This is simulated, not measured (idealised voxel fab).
process module | voxel self aligned vias
cross-section cut | 190 nm wide | cells 5 nm
A cross-section is a grid of square cells, given in bands from the top down. A band is one or more rows of cells.
Each band's line starts with the height of the band's top and of its bottom, in nm. Then come its materials from left to right, each with its width in nm. One material with "throughout" fills the band from edge to edge. "air" is empty space.
Height 0 is the level under which the wafer as received is all one material. The lowest band goes on downwards, as in "0 down".
A width such as "30 to 40" changes by the same amount from each row of cells to the next, from the band's top row to its bottom row.
"no change" after a step means that no cell of the cross-section changed.
closed voids: empty space of 8 cells or more with no open way to the top, each as width x height at its distance from the left edge, in nm
after a step's settings: what the simulator itself notes on the step
overlay nm, on a step with a mask: how far to the right of its planned place the mask lay; to the left if negative
plan
1 op RECEIVE | material Si
2 op CONFORMAL_DEP | material SiO2 | thk nm 10
3 op CONFORMAL_DEP | material SiCN | thk nm 5
4 op DIRECTIONAL_DEP | material SiO2 | thk nm 25
5 op PATTERN | tone open | mask id LINES | material resist | width nm 30 | pitch nm 80 | thk nm 20 | overlay nm 0
6 op DIRECTIONAL_ETCH | etch materials SiO2 | depth nm 25
7 op STRIP | etch materials resist
8 op CONFORMAL_DEP | material TiN | thk nm 5
9 op FILL_DEP | material Ru | thk nm 10
10 op CMP | height nm 40
11 op SELECTIVE_ETCH | etch materials W Ru TiN | depth nm 10
12 op FILL_DEP | material SiN | thk nm 10
13 op CMP | height nm 40
14 op DIRECTIONAL_DEP | material SiO2 | thk nm 15
15 op MASKED_ETCH | tone open | mask id VIAS | width nm 50 | pitch nm 80 | etch materials SiO2 | depth nm 15 | overlay nm 0
16 op MASKED_ETCH | tone open | mask id VIAS | width nm 50 | pitch nm 80 | etch materials SiN | depth nm 10 | overlay nm 0
17 op CONFORMAL_DEP | material TiN | thk nm 5
18 op FILL_DEP | material Cu | thk nm 10
19 op CMP | height nm 55
20 op CONFORMAL_DEP | material SiCN | thk nm 5
as received, after step 1
  0 down: Si throughout
  closed voids: none
a wafer at the end: this start, this plan, one mistake
  60 to 55: SiCN throughout
  55 to 45: SiO2 30 | SiCN 5 | Cu 40 | SiCN 5 | SiO2 30 | SiCN 5 | Cu 40 | SiCN 5 | SiO2 30
  45 to 35: SiO2 30 to 40 | SiCN 15 to 5 | Cu 20 | SiCN 15 to 5 | SiO2 30 to 50 | SiCN 15 to 5 | Cu 20 | SiCN 15 to 5 | SiO2 30 to 40
  35 to 30: SiO2 40 | SiCN 30 | SiO2 50 | SiCN 30 | SiO2 40
  30 to 20: SiO2 40 | TiN 5 | Ru 20 | TiN 5 | SiO2 50 | TiN 5 | Ru 20 | TiN 5 | SiO2 40
  20 to 15: SiO2 40 | TiN 30 | SiO2 50 | TiN 30 | SiO2 40
  15 to 10: SiCN throughout
  10 to 0: SiO2 throughout
  0 down: Si throughout
  closed voids: none
what went wrong: step 17 ran as: op CONFORMAL_DEP | material SiCN | thk nm 5
